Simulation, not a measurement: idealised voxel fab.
This is a process module. Its name is voxel transistor to metal.
Cross-section cut: width 275 nm, square cells of 5 nm.
This document writes a cross-section as a grid whose cells are square, and gives it as bands, listed from the top down; one or more rows of cells form a band.
The entry gives the band's vertical extent as a top height and a bottom height in nm, then its horizontal make-up as materials from left to right, each with a width in nm. "air" stands for empty space; a single material marked "full width" fills the band edge to edge.
Counting heights begins at 0, where everything beneath is, in the wafer as received, one material. The lowest band has no bottom; it goes on downwards, as "0 -> down" shows.
The notation "30 to 40" denotes a width that varies across the rows of cells in the band, beginning at the first number in the top row, finishing at the second number in the bottom row, and changing by an identical amount from each row to the next.
A step reported as "remains unaltered" is a step in which no cell of the cross-section changed.
Under "Sealed void inventory" you'll find the enclosed gaps, the ones with no way out to the top, that are 8 cells or bigger; each reads width x height at distance, with distance counted from the left edge, everything in nm.
after a step's settings: what the simulator itself notes on the step
A step's line can hold "overlay nm"; with a mask on that step, the setting says how far right of the planned place the mask lay, while a negative setting says it lay to the left.

Process steps (planned):
1. RECEIVE [material Si]
2. OXIDIZE [depth nm 5]
3. CONFORMAL_DEP [material SiN] [thk nm 15]
4. MASKED_ETCH [tone cover] [mask id ACTIVE] [width nm 105] [pitch nm 125] [etch materials SiN] [depth nm 15] [overlay nm 0]
5. MASKED_ETCH [tone cover] [mask id ACTIVE] [width nm 105] [pitch nm 125] [etch materials SiO2] [depth nm 5] [overlay nm 0]
6. MASKED_ETCH [tone cover] [mask id ACTIVE] [width nm 105] [pitch nm 125] [etch materials Si] [depth nm 20] [overlay nm 0]
7. FILL_DEP [material SiO2] [thk nm 10]
8. CMP [height nm 15]
9. SELECTIVE_ETCH [etch materials SiO2] [depth nm 5]
10. STRIP [etch materials SiN]
11. SELECTIVE_ETCH [etch materials SiO2] [depth nm 5]
12. OXIDIZE [depth nm 5]
13. DIRECTIONAL_DEP [material polySi] [thk nm 20]
14. DIRECTIONAL_DEP [material SiCN] [thk nm 15]
15. DIRECTIONAL_DEP [material aC] [thk nm 10]
16. PATTERN [tone cover] [mask id GATE] [material resist] [width nm 25] [pitch nm 125] [thk nm 30] [overlay nm 0]
17. DIRECTIONAL_ETCH [etch materials aC] [depth nm 10]
18. STRIP [etch materials resist]
19. DIRECTIONAL_ETCH [etch materials SiCN] [depth nm 25]
20. DIRECTIONAL_ETCH [etch materials polySi] [depth nm 30]
21. STRIP [etch materials aC]
22. CONFORMAL_DEP [material SiN] [thk nm 10]
23. DIRECTIONAL_ETCH [etch materials SiN] [depth nm 5]
24. DIRECTIONAL_ETCH [etch materials SiO2] [depth nm 5]
25. DIRECTIONAL_ETCH [etch materials Si] [depth nm 10]
26. EPI [material nSi] [thk nm 10]
27. FILL_DEP [material SiO2] [thk nm 5]
28. CMP [height nm 15]
29. STRIP [etch materials polySi]
30. SELECTIVE_ETCH [etch materials SiO2] [depth nm 5]
31. CONFORMAL_DEP [material HfO2] [thk nm 5]
32. CONFORMAL_DEP [material TiN] [thk nm 5]
33. FILL_DEP [material W] [thk nm 5]
34. CMP [height nm 10]
35. DIRECTIONAL_DEP [material SiO2] [thk nm 15]
36. DIRECTIONAL_DEP [material aC] [thk nm 15]
37. PATTERN [tone open] [mask id CONTACT] [material resist] [width nm 20] [thk nm 30] [overlay nm 0]
38. DIRECTIONAL_ETCH [etch materials aC] [depth nm 15]
39. STRIP [etch materials resist]
40. DIRECTIONAL_ETCH [etch materials SiO2] [depth nm 35]
41. STRIP [etch materials aC]
42. CONFORMAL_DEP [material TiN] [thk nm 5]
43. FILL_DEP [material W] [thk nm 10]
44. CMP [height nm 25]
45. DIRECTIONAL_DEP [material TiN] [thk nm 5]
46. DIRECTIONAL_DEP [material Ru] [thk nm 15]
47. PATTERN [tone cover] [mask id METAL_1] [material resist] [width nm 20] [thk nm 15] [overlay nm 0]
48. DIRECTIONAL_ETCH [etch materials Ru] [depth nm 15]
49. DIRECTIONAL_ETCH [etch materials TiN] [depth nm 5]
50. STRIP [etch materials resist]
51. FILL_DEP [material SiO2] [thk nm 5]
52. CMP [height nm 45]
53. CONFORMAL_DEP [material SiCN] [thk nm 5]
For clarity, it should be stated that the wafers under discussion commence in an identical condition and differ with respect to the depth nm of step 23, the plan indicating the value that the first wafer had.

As-received cross-section, first of several wafers, post step 1:
> 0 -> down = Si full width
> Sealed void inventory: none

Basically each wafer gets a line in the table, showing it at the end of the module: material by material, the cells it gained (+) or lost (-) since we got it, then its closed voids:
depth nm 5; +26 HfO2; +48 Ru; -149 Si; +55 SiCN; +77 SiN; +379 SiO2; +78 TiN; +36 W; Sealed void inventory: none
depth nm 10; +26 HfO2; +48 Ru; -189 Si; +55 SiCN; +40 SiN; +376 SiO2; +86 TiN; +36 W; +72 nSi; Sealed void inventory: none
depth nm 15; +26 HfO2; +48 Ru; -189 Si; +55 SiCN; +32 SiN; +384 SiO2; +86 TiN; +36 W; +72 nSi; Sealed void inventory: none
depth nm 20; +26 HfO2; +48 Ru; -197 Si; +55 SiCN; +24 SiN; +392 SiO2; +94 TiN; +44 W; +64 nSi; Sealed void inventory: none
depth nm 25; +26 HfO2; +48 Ru; -197 Si; +55 SiCN; +24 SiN; +392 SiO2; +94 TiN; +44 W; +64 nSi; Sealed void inventory: none
